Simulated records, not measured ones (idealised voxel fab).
Presented below is a process module, voxel wiring stack.
The cross-section shown here is cut; it is 185 nm wide and divided into square cells measuring 5 nm on a side.
Cross-sections here: square-cell grids, written as top-down lists of bands, a band being one or more rows of cells.
Look at the band entry: it leads with the top's height and the bottom's height in nm. Then it lists the materials left to right, with a width in nm for each. The word "throughout" on a single material says that material fills the band edge to edge. The word "air" is empty space.
Heights are expressed relative to 0, this being the level below which the as-received wafer comprises one material exclusively. The lowest band is unbounded in the downward direction and is denoted as in "from 0 down".
A width such as "30 to 40" changes by the same amount from each row of cells to the next, from the band's top row to its bottom row.
What does "no change" mean for a step? It means no cell of the cross-section changed in that step.
"Sealed void list" - sealed voids, min. 8 cells, no opening to top; format: width x height at distance (distance from left edge; nm throughout).
Anything after a step's settings on that line? It's the simulator's own note about the step.
A step's line can hold "overlay nm"; with a mask on that step, the setting says how far right of the planned place the mask lay, while a negative setting says it lay to the left.
Process steps foreseen in the plan:
1) RECEIVE | material Si
2) CONFORMAL_DEP | material SiO2 | thk nm 15
3) DIRECTIONAL_DEP | material TiN | thk nm 5
4) DIRECTIONAL_DEP | material W | thk nm 25
5) DIRECTIONAL_DEP | material aC | thk nm 10
6) PATTERN | tone cover | mask id METAL_1 | material resist | width nm 25 | pitch nm 55 | thk nm 30 | overlay nm 0
7) DIRECTIONAL_ETCH | etch materials aC | depth nm 10
8) STRIP | etch materials resist
9) DIRECTIONAL_ETCH | etch materials W | depth nm 25
10) DIRECTIONAL_ETCH | etch materials TiN | depth nm 5
11) STRIP | etch materials aC
12) CONFORMAL_DEP | material SiN | thk nm 5
13) FILL_DEP | material lowk | thk nm 5
14) CMP | height nm 45
15) CONFORMAL_DEP | material SiCN | thk nm 5
16) DIRECTIONAL_DEP | material lowk | thk nm 20
17) DIRECTIONAL_DEP | material aC | thk nm 10
18) PATTERN | tone open | mask id PLUG_1 | material resist | width nm 15 | pitch nm 110 | thk nm 25 | overlay nm 0
19) DIRECTIONAL_ETCH | etch materials aC | depth nm 10
20) STRIP | etch materials resist
21) DIRECTIONAL_ETCH | etch materials lowk | depth nm 20
22) DIRECTIONAL_ETCH | etch materials SiCN | depth nm 5
23) STRIP | etch materials aC
24) CONFORMAL_DEP | material TiN | thk nm 5
25) FILL_DEP | material W | thk nm 5
26) CMP | height nm 70
27) CONFORMAL_DEP | material SiN | thk nm 5
28) DIRECTIONAL_DEP | material lowk | thk nm 15
29) MASKED_ETCH | tone open | mask id METAL_2 | width nm 25 | pitch nm 55 | etch materials lowk | depth nm 15 | overlay nm 0
30) MASKED_ETCH | tone open | mask id METAL_2 | width nm 25 | pitch nm 55 | etch materials SiN | depth nm 5 | overlay nm 0
31) CONFORMAL_DEP | material TiN | thk nm 5
32) FILL_DEP | material Cu | thk nm 10
33) CMP | height nm 90
34) EPI | material Ru | thk nm 5
35) FILL_DEP | material SiCN | thk nm 5
36) DIRECTIONAL_DEP | material lowk | thk nm 10
37) PATTERN | tone open | mask id PLUG_2 | material resist | width nm 15 | pitch nm 55 | thk nm 15 | overlay nm 0
38) DIRECTIONAL_ETCH | etch materials lowk | depth nm 10
39) DIRECTIONAL_ETCH | etch materials SiCN | depth nm 5
40) STRIP | etch materials resist
41) CONFORMAL_DEP | material TiN | thk nm 5
42) FILL_DEP | material W | thk nm 10
43) CMP | height nm 110
44) CONFORMAL_DEP | material SiCN | thk nm 5
45) DIRECTIONAL_DEP | material lowk | thk nm 15
46) MASKED_ETCH | tone open | mask id METAL_3 | width nm 25 | pitch nm 55 | etch materials lowk | depth nm 15 | overlay nm 0
47) MASKED_ETCH | tone open | mask id METAL_3 | width nm 25 | pitch nm 55 | etch materials SiCN | depth nm 5 | overlay nm 0
48) CONFORMAL_DEP | material TiN | thk nm 5
49) FILL_DEP | material Ru | thk nm 10
50) CMP | height nm 130
51) EPI | material Ru | thk nm 5
52) FILL_DEP | material SiCN | thk nm 5
Cross-section of the wafer at receipt, which is the condition after step 1:
- from 0 down: Si throughout
- Sealed void list: none
Module complete - cross-section of the first of two wafers, run according to plan:
- from 140 to 135: SiCN throughout
- from 135 to 130: 20 of SiCN, 35 of Ru, 20 of SiCN, 35 of Ru, 20 of SiCN, 35 of Ru, 20 of SiCN
- from 130 to 115: 25 of lowk, 5 of TiN, 15 of Ru, 5 of TiN, 30 of lowk, 5 of TiN, 15 of Ru, 5 of TiN, 30 of lowk, 5 of TiN, 15 of Ru, 5 of TiN, 25 of lowk
- from 115 to 110: 25 of SiCN, 25 of TiN, 30 of SiCN, 25 of TiN, 30 of SiCN, 25 of TiN, 25 of SiCN
- from 110 to 100: 25 of lowk, 5 of TiN, 5 of W, 5 of TiN, 40 of lowk, 5 of TiN, 5 of W, 5 of TiN, 40 of lowk, 5 of TiN, 5 of W, 5 of TiN, 35 of lowk
- from 100 to 95: 25 of SiCN, 15 of TiN, 40 of SiCN, 15 of TiN, 40 of SiCN, 15 of TiN, 35 of SiCN
- from 95 to 90: 20 of SiCN, 35 of Ru, 20 of SiCN, 35 of Ru, 20 of SiCN, 35 of Ru, 20 of SiCN
- from 90 to 75: 25 of lowk, 5 of TiN, 15 of Cu, 5 of TiN, 30 of lowk, 5 of TiN, 15 of Cu, 5 of TiN, 30 of lowk, 5 of TiN, 15 of Cu, 5 of TiN, 25 of lowk
- from 75 to 70: 25 of SiN, 25 of TiN, 30 of SiN, 25 of TiN, 30 of SiN, 25 of TiN, 25 of SiN
- from 70 to 50: 25 of lowk, 5 of TiN, 5 of W, 5 of TiN, 95 of lowk, 5 of TiN, 5 of W, 5 of TiN, 35 of lowk
- from 50 to 45: 25 of SiCN, 15 of TiN, 95 of SiCN, 15 of TiN, 35 of SiCN
- from 45 to 20: 20 of lowk, 5 of SiN, 25 of W, 5 of SiN, 20 of lowk, 5 of SiN, 25 of W, 5 of SiN, 20 of lowk, 5 of SiN, 25 of W, 5 of SiN, 20 of lowk
- from 20 to 15: 25 of SiN, 25 of TiN, 30 of SiN, 25 of TiN, 30 of SiN, 25 of TiN, 25 of SiN
- from 15 to 0: SiO2 throughout
- from 0 down: Si throughout
- Sealed void list: none
Second wafer cross-section at end of module - shared start and plan with the first, one mistake in the run:
- from 140 to 135: SiCN throughout
- from 135 to 130: 20 of SiCN, 35 of Ru, 20 of SiCN, 35 of Ru, 20 of SiCN, 35 of Ru, 20 of SiCN
- from 130 to 115: 25 of lowk, 5 of TiN, 15 of Ru, 5 of TiN, 30 of lowk, 5 of TiN, 15 of Ru, 5 of TiN, 30 of lowk, 5 of TiN, 15 of Ru, 5 of TiN, 25 of lowk
- from 115 to 110: 25 of SiCN, 25 of TiN, 30 of SiCN, 25 of TiN, 30 of SiCN, 25 of TiN, 25 of SiCN
- from 110 to 100: 25 of lowk, 5 of TiN, 5 of W, 5 of TiN, 40 of lowk, 5 of TiN, 5 of W, 5 of TiN, 40 of lowk, 5 of TiN, 5 of W, 5 of TiN, 35 of lowk
- from 100 to 95: 25 of SiCN, 15 of TiN, 40 of SiCN, 15 of TiN, 40 of SiCN, 15 of TiN, 35 of SiCN
- from 95 to 90: 20 of SiCN, 35 of Ru, 20 of SiCN, 35 of Ru, 20 of SiCN, 35 of Ru, 20 of SiCN
- from 90 to 75: 25 of lowk, 5 of TiN, 15 of Cu, 5 of TiN, 30 of lowk, 5 of TiN, 15 of Cu, 5 of TiN, 30 of lowk, 5 of TiN, 15 of Cu, 5 of TiN, 25 of lowk
- from 75 to 70: 25 of SiN, 25 of TiN, 30 of SiN, 25 of TiN, 30 of SiN, 25 of TiN, 25 of SiN
- from 70 to 50: 25 of lowk, 5 of TiN, 5 of W, 5 of TiN, 95 of lowk, 5 of TiN, 5 of W, 5 of TiN, 35 of lowk
- from 50 to 45: 25 of SiCN, 15 of TiN, 95 of SiCN, 15 of TiN, 35 of SiCN
- from 45 to 20: 20 of lowk, 5 of SiN, 30 of W, 5 of SiN, 15 of lowk, 5 of SiN, 30 of W, 5 of SiN, 15 of lowk, 5 of SiN, 30 of W, 5 of SiN, 15 of lowk
- from 20 to 15: 25 of SiN, 30 of TiN, 25 of SiN, 30 of TiN, 25 of SiN, 30 of TiN, 20 of SiN
- from 15 to 0: SiO2 throughout
- from 0 down: Si throughout
- Sealed void list: none
Finding, execution versus plan: step 6 did not happen as planned, as run it was PATTERN | tone cover | mask id METAL_1 | material resist | width nm 30 | pitch nm 55 | thk nm 30 | overlay nm 0
at the end the second wafer has, in cells: SiN -3 | TiN +3 | W +15 | lowk -15
